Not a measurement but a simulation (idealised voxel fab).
The process module that follows is named voxel lift off.
Displayed cross-section: cut, width of 155 nm, square cells sized 5 nm.
We lay out every cross-section as a grid of square cells and spell it out in bands from the top down, where one band means one or more rows of cells.
Read a band's entry like this: the first values are the height of its top and the height of its bottom in nm, and what follows is the sequence of materials from left to right, each with its width in nm. Note that "blank" is empty space, and that a single material marked "throughout" reaches across the band from edge to edge.
Height is counted from the level 0, under which the received wafer is composed throughout of one material. The lowest of the bands is not closed at the bottom but continues downward, in the notation "from 0 down".
Per-row width for "30 to 40": begins at first number (top row of band), ends at second number (bottom row), increment between rows held constant.
No cell of the cross-section changed in a step that is given as "nothing got changed".
You'll see "Voids lacking openings" listing empty spaces that have no way open to the top, as long as they're 8 cells or more; the notation is width x height at distance, where the distance is from the left edge, and all of it is in nm.
Post-settings text on a step line: simulator's own remark regarding the step.
overlay nm: right-of-plan distance of the mask on a masked step; negative values mean left-of-plan.

# So here's the lineup of process steps we planned
step 1: RECEIVE with material Si
step 2: CONFORMAL_DEP with material Al2O3, thk nm 15
step 3: PATTERN with tone open, mask id LINES, material resist, width nm 15, pitch nm 40, thk nm 25, overlay nm 0
step 4: DIRECTIONAL_DEP with material Ru, thk nm 15
step 5: STRIP with etch materials resist
step 6: CONFORMAL_DEP with material SiO2, thk nm 5

# The cross-section here shows the wafer as received, i.e. in its state after step 1
    from 0 down | Si throughout
    Voids lacking openings: none

# Run as planned - first of the two wafers cross-sectioned at the end of the module
    from 35 to 30 | blank 25 nm | SiO2 25 nm | blank 15 nm | SiO2 25 nm | blank 15 nm | SiO2 25 nm | blank 25 nm
    from 30 to 20 | blank 25 nm | SiO2 5 nm | Ru 15 nm | SiO2 5 nm | blank 15 nm | SiO2 5 nm | Ru 15 nm | SiO2 5 nm | blank 15 nm | SiO2 5 nm | Ru 15 nm | SiO2 5 nm | blank 25 nm
    from 20 to 15 | SiO2 30 nm | Ru 15 nm | SiO2 25 nm | Ru 15 nm | SiO2 25 nm | Ru 15 nm | SiO2 30 nm
    from 15 to 0 | Al2O3 throughout
    from 0 down | Si throughout
    Voids lacking openings: none

# Second of two wafers, module complete, sectioned: it shares the first wafer's start and plan but was run with one mistake
    from 35 to 20 | blank 25 nm | SiO2 25 nm | blank 15 nm | SiO2 25 nm | blank 15 nm | SiO2 25 nm | blank 25 nm
    from 20 to 15 | SiO2 throughout
    from 15 to 0 | Al2O3 throughout
    from 0 down | Si throughout
    Voids lacking openings: none
What was done differently from what was planned? step 4 was processed under conditions differing from the plan, specifically as DIRECTIONAL_DEP with material SiO2, thk nm 15
Final tally in cells, some materials are higher or lower on the second wafer than on the first: Ru: 27 fewer; SiO2: 27 more
